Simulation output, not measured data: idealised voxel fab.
This section sets out a process module, namely voxel released beams.
Shown is cross-section cut, with a width of 215 nm and square cells of size 5 nm.
Notation: cross-section as square-cell grid; stated in bands, top first, going down; one or more cell rows per band.
Top, bottom (nm), then materials left to right with widths (nm); lone material tagged "edge to edge" fills the whole band edge to edge; "empty" = empty space.
We count height from 0. Below that, the starting wafer is all one material. The lowest band never ends at the bottom but goes on down; see "0 nm and below" for how that is written.
You'd read "30..40" like this: the band's top row of cells is as wide as the first number, its bottom row is as wide as the second, and going down, every row changes width by the same amount as the row before did.
What does "nothing was modified" mean for a step? It means no cell of the cross-section changed in that step.
Any empty space of 8 cells or more lacking an open way to the top shows up in "Closed void listing" as width x height at distance, distance from the left edge, in nm.
Step line, after settings: the simulator's comment on this step.
"overlay nm", when on a step's line for a step with a mask, measures how far to the right of its planned place the mask lay; a negative measure means to the left.

# The process steps that were planned are listed below
1: RECEIVE (material Si)
2: CONFORMAL_DEP (material SiN; thk nm 10)
3: DIRECTIONAL_DEP (material SiO2; thk nm 10)
4: DIRECTIONAL_DEP (material aC; thk nm 10)
5: PATTERN (tone open; mask id ANCHOR; material resist; width nm 40; thk nm 25; overlay nm 0)
6: DIRECTIONAL_ETCH (etch materials aC; depth nm 10)
7: STRIP (etch materials resist)
8: DIRECTIONAL_ETCH (etch materials SiO2; depth nm 10)
9: STRIP (etch materials aC)
10: CONFORMAL_DEP (material polySi; thk nm 15)
11: MASKED_ETCH (tone cover; mask id BEAM; width nm 100; etch materials polySi; depth nm 15; overlay nm 0)
12: STRIP (etch materials SiO2)

# First wafer of two (run as planned)

# Cross-section of the wafer upon arrival, representing the state reached after step 1
> 0 nm and below  Si edge to edge
> Closed void listing: none

# After step 2: wafer cross-section
> 10 nm to 0 nm  SiN edge to edge
> Below 0, no change.

# After step 3: wafer cross-section
> 20 nm to 10 nm  SiO2 edge to edge
> Below 10, no change.

# After step 4: wafer cross-section
> 30 nm to 20 nm  aC edge to edge
> Below 20, no change.

# After step 5: wafer cross-section
> 55 nm to 30 nm  60 of resist, 40 of empty, 115 of resist
> Below 30, no change.

# After step 6: wafer cross-section
> 45 nm to 30 nm  60 of resist, 40 of empty, 115 of resist
> 30 nm to 20 nm  60 of aC, 40 of empty, 115 of aC
> Below 20, no change.

# After step 7: wafer cross-section
> 30 nm to 20 nm  60 of aC, 40 of empty, 115 of aC
> Below 20, no change.

# After step 8: wafer cross-section
> 30 nm to 20 nm  60 of aC, 40 of empty, 115 of aC
> 20 nm to 10 nm  60 of SiO2, 40 of empty, 115 of SiO2
> Below 10, no change.

# After step 9: wafer cross-section
> 20 nm to 10 nm  60 of SiO2, 40 of empty, 115 of SiO2
> Below 10, no change.

# After step 10: wafer cross-section
> 35 nm to 25 nm  75 of polySi, 10 of empty, 130 of polySi
> 25 nm to 20 nm  polySi edge to edge
> 20 nm to 10 nm  60 of SiO2, 40 of polySi, 115 of SiO2
> Below 10, no change.

# After step 11: wafer cross-section
> 35 nm to 25 nm  55 of empty, 20 of polySi, 10 of empty, 70 of polySi, 60 of empty
> 25 nm to 20 nm  55 of empty, 100 of polySi, 60 of empty
> Below 20, no change.

# After step 12: wafer cross-section
> 35 nm to 25 nm  55 of empty, 20 of polySi, 10 of empty, 70 of polySi, 60 of empty
> 25 nm to 20 nm  55 of empty, 100 of polySi, 60 of empty
> 20 nm to 10 nm  60 of empty, 40 of polySi, 115 of empty
> Below 10, no change.

# Okay, second wafer. Nothing different at the start, nothing different in the plan, just one mistake somewhere in the running. As far as step 9, counting that step, it's the first wafer all over again

# Second wafer cross-section, taken as of the time the plan sets for step 10 to be done
> 45 nm to 20 nm  polySi edge to edge
> 20 nm to 10 nm  60 of SiO2, 40 of polySi, 115 of SiO2
> Below 10, no change.

# Second wafer cross-section, taken as of the time the plan sets for step 11 to be done
> 45 nm to 30 nm  55 of empty, 100 of polySi, 60 of empty
> Below 30, no change.

Second wafer cross-section, taken as of the time the plan sets for step 12 to be done: nothing was modified
Want to know what went wrong? the process deviated at step 10: the operation and settings actually run there were CONFORMAL_DEP (material polySi; thk nm 25)
The second wafer ends with more or fewer cells of some materials than the first, per final count: SiO2: 70 more | polySi: 90 more
